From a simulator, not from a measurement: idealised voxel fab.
Title: Process Module voxel air gaps
The cross-section shown here is cut; it is 170 nm wide and divided into square cells measuring 5 nm on a side.
How to read a cross-section here: the picture is a grid of square cells, written as bands going from the top down, and any band can span one or more rows of cells. The band entry comprises the height of the band's top followed by the height of its bottom, expressed in nm, and subsequently the band's materials from left to right, each stated together with its width in nm. Where a single material is marked with the word "everywhere", that material fills the band from edge to edge. The word "empty" represents empty space. Measure heights from 0. That's the level where, below it, the as-received wafer is all one material. The lowest band is bottomless and extends downward; write it as in "z 0 and below". Quick explanation for "30..40": the width changes in equal steps down the rows of cells, from the first number in the band's top row to the second number in its bottom row. For the purposes of this document, the phrase "everything unchanged" attached to a step denotes that no cell within the cross-section was modified by that step. Look at "Trapped void list" for the closed voids: empty spaces with no open path to the top, sized 8 cells or up. Each is width x height at distance, distance from the left edge, all nm. Note: text after step settings on the step line = simulator remark on that step. For masked steps, "overlay nm" on the step line gives how far right of plan the mask actually lay; a minus sign means it lay to the left.
**Listed below are the process steps as planned**
step 1: RECEIVE with material Si
step 2: CONFORMAL_DEP with material SiO2, thk nm 15
step 3: CONFORMAL_DEP with material SiCN, thk nm 5
step 4: DIRECTIONAL_DEP with material lowk, thk nm 35
step 5: MASKED_ETCH with tone open, mask id LINES, width nm 20, pitch nm 50, etch materials lowk, depth nm 35, overlay nm 0
step 6: CONFORMAL_DEP with material TiN, thk nm 5
step 7: FILL_DEP with material Ru, thk nm 5
step 8: CMP with height nm 55
step 9: EPI with material Ru, thk nm 10
step 10: SELECTIVE_ETCH with etch materials lowk, depth nm 45
step 11: CONFORMAL_DEP with material SiCN, thk nm 5
**Here's what the wafer looked like in cross-section when it arrived - that's after step 1**
- z 0 and below | Si everywhere
- Trapped void list: none
**Below is the wafer in cross-section after the module was completed. It began from the starting point shown above and followed the plan shown above, except that one mistake was made while running it**
- z 80 to 75 | SiCN everywhere
- z 75 to 55 | 5 nm SiCN, then 160 nm Ru, then 5 nm SiCN
- z 55 to 50 | 25 nm SiCN, then 5 nm TiN, then 10 nm Ru, then 5 nm TiN, then 30 nm lowk, then 5 nm TiN, then 10 nm Ru, then 5 nm TiN, then 30 nm lowk, then 5 nm TiN, then 10 nm Ru, then 5 nm TiN, then 25 nm SiCN
- z 50 to 25 | 20 nm empty, then 5 nm SiCN, then 5 nm TiN, then 10 nm Ru, then 5 nm TiN, then 30 nm lowk, then 5 nm TiN, then 10 nm Ru, then 5 nm TiN, then 30 nm lowk, then 5 nm TiN, then 10 nm Ru, then 5 nm TiN, then 5 nm SiCN, then 20 nm empty
- z 25 to 20 | 25 nm SiCN, then 20 nm TiN, then 30 nm lowk, then 20 nm TiN, then 30 nm lowk, then 20 nm TiN, then 25 nm SiCN
- z 20 to 15 | SiCN everywhere
- z 15 to 0 | SiO2 everywhere
- z 0 and below | Si everywhere
- Trapped void list: 20 x 25 at 0; 20 x 25 at 150
Want to know what went wrong? it should be noted that step 9 of the plan was executed twice
